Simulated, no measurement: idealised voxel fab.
The process module presented herein is designated voxel local oxidation.
The cross-section on display is named cut; it measures 250 nm wide, and its cells are 5 nm squares.
Cross-section, as written here: a square-cell grid given band by band from the top down, where a band holds one or more rows of cells. Read a band's entry like this: the first values are the height of its top and the height of its bottom in nm, and what follows is the sequence of materials from left to right, each with its width in nm. Note that "air" is empty space, and that a single material marked "full width" reaches across the band from edge to edge. Heights are measured from 0, the level below which the as-received wafer is all one material; the lowest band has no bottom and continues downward, written as in "0 nm and below". Note: "30..40" means the width goes from the first number (top row of the band) to the second number (bottom row) in equal steps per row of cells. Given "no alterations made" for a step, no cell of the cross-section differs between before and after that step. Entry "Enclosed void list". Content: empty spaces with no open connection to the top, size 8 cells or greater. Each: width x height at distance. Distance: from left edge. Unit: nm. If you see something after the settings on a step's line, that's the simulator's own remark about that step. The line of a step may include "overlay nm". On a step with a mask, this value is how far to the right of its planned place the mask lay. A negative value means the mask lay to the left.

THESE ARE THE STEPS WE PLANNED FOR THE PROCESS
1 RECEIVE, material Si
2 OXIDIZE, depth nm 5
3 CONFORMAL_DEP, material SiN, thk nm 15
4 DIRECTIONAL_DEP, material aC, thk nm 5
5 PATTERN, tone cover, mask id ACTIVE, material resist, width nm 95, thk nm 35, overlay nm 0
6 DIRECTIONAL_ETCH, etch materials aC, depth nm 15
7 STRIP, etch materials resist
8 DIRECTIONAL_ETCH, etch materials SiN, depth nm 15
9 STRIP, etch materials aC
10 SELECTIVE_ETCH, etch materials SiO2, depth nm 5
11 OXIDIZE, depth nm 10
12 STRIP, etch materials SiN
Every wafer here starts from the same state; it is the step 4 thk nm that distinguishes them, and the value the plan gives belongs to the first wafer.

SECTIONAL VIEW: FIRST OF SEVERAL WAFERS, AS RECEIVED, AFTER STEP 1
0 nm and below = Si full width
Enclosed void list: none

NOTE: THE FOLLOWING TABLE IS ARRANGED BY WAFER, A ROW APIECE. EACH ROW REPORTS THE END-OF-MODULE STATE: PER MATERIAL, CELLS GAINED (+) OR CELLS LOST (-) COMPARED WITH THE WAFER AS RECEIVED; CLOSED VOIDS FOLLOW
thk nm 5, -124 Si, +91 SiO2, Enclosed void list: none
thk nm 10, -124 Si, +91 SiO2, Enclosed void list: none
thk nm 15, -124 Si, +91 SiO2, Enclosed void list: none
thk nm 20, -50 Si, +50 SiO2, Enclosed void list: none
thk nm 25, -50 Si, +50 SiO2, Enclosed void list: none
thk nm 30, -50 Si, +50 SiO2, Enclosed void list: none
